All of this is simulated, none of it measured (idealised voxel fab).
Process module in this document: voxel quadruple lines
Displayed cross-section: cut, width of 245 nm, square cells sized 5 nm.
If you're reading a cross-section in this doc, picture square cells in a grid; it comes to you as bands, top ones listed first down to the bottom, and a band can be one or more rows of cells. Top, bottom (nm), then materials left to right with widths (nm); lone material tagged "throughout" fills the whole band edge to edge; "blank" = empty space. Convention: height 0 is the level below which the wafer, as received, is all one material. The lowest band does not terminate at the bottom but continues downward, represented as "0 down". Graded width ("30..40"): value in top row of band = first number; value in bottom row = second number; row-to-row change constant. You'll sometimes find "nothing was modified" written for a step, and that's the way of saying that nowhere in the cross-section did a cell change during that step. For the entry "Enclosed void entries", the listed items are empty spaces with no open way to the top whose size is 8 cells or more; each item follows the pattern width x height at distance, where distance is from the left edge and all three are in nm. Formally, on a step line, whatever follows the settings is a remark that the simulator itself makes on the step. overlay nm: on a step with a mask, how far right of its planned place the mask lay; negative means left.
**This section lists the process steps that were planned**
1. RECEIVE,material Si
2. CONFORMAL_DEP,material Al2O3,thk nm 5
3. DIRECTIONAL_DEP,material W,thk nm 10
4. DIRECTIONAL_DEP,material polySi,thk nm 20
5. DIRECTIONAL_DEP,material aC,thk nm 20
6. PATTERN,tone cover,mask id MANDREL,material resist,width nm 35,pitch nm 100,thk nm 25,overlay nm 0
7. DIRECTIONAL_ETCH,etch materials aC,depth nm 20
8. STRIP,etch materials resist
9. CONFORMAL_DEP,material SiO2,thk nm 15
10. DIRECTIONAL_ETCH,etch materials SiO2,depth nm 15
11. STRIP,etch materials aC
12. DIRECTIONAL_ETCH,etch materials polySi,depth nm 20
13. STRIP,etch materials SiO2
14. CONFORMAL_DEP,material SiN,thk nm 10
15. DIRECTIONAL_ETCH,etch materials SiN,depth nm 10
16. STRIP,etch materials polySi
17. DIRECTIONAL_ETCH,etch materials W,depth nm 10
18. STRIP,etch materials SiN
**Cross-section of the wafer at receipt, which is the condition after step 1**
* 0 down: Si throughout
* Enclosed void entries: none
**Cross-section, end of module. Start: as above. Plan: as above. Execution: one mistake**
* 15 to 5: 25 of blank; 10 of W; 15 of blank; 10 of W; 15 of blank; 10 of W; 15 of blank; 10 of W; 15 of blank; 10 of W; 15 of blank; 10 of W; 15 of blank; 10 of W; 15 of blank; 10 of W; 35 of blank
* 5 to 0: Al2O3 throughout
* 0 down: Si throughout
* Enclosed void entries: none
Heads up, the wafer didn't run the way we planned it: not per plan at step 6, really ran PATTERN,tone cover,mask id MANDREL,material resist,width nm 35,pitch nm 100,thk nm 25,overlay nm -5
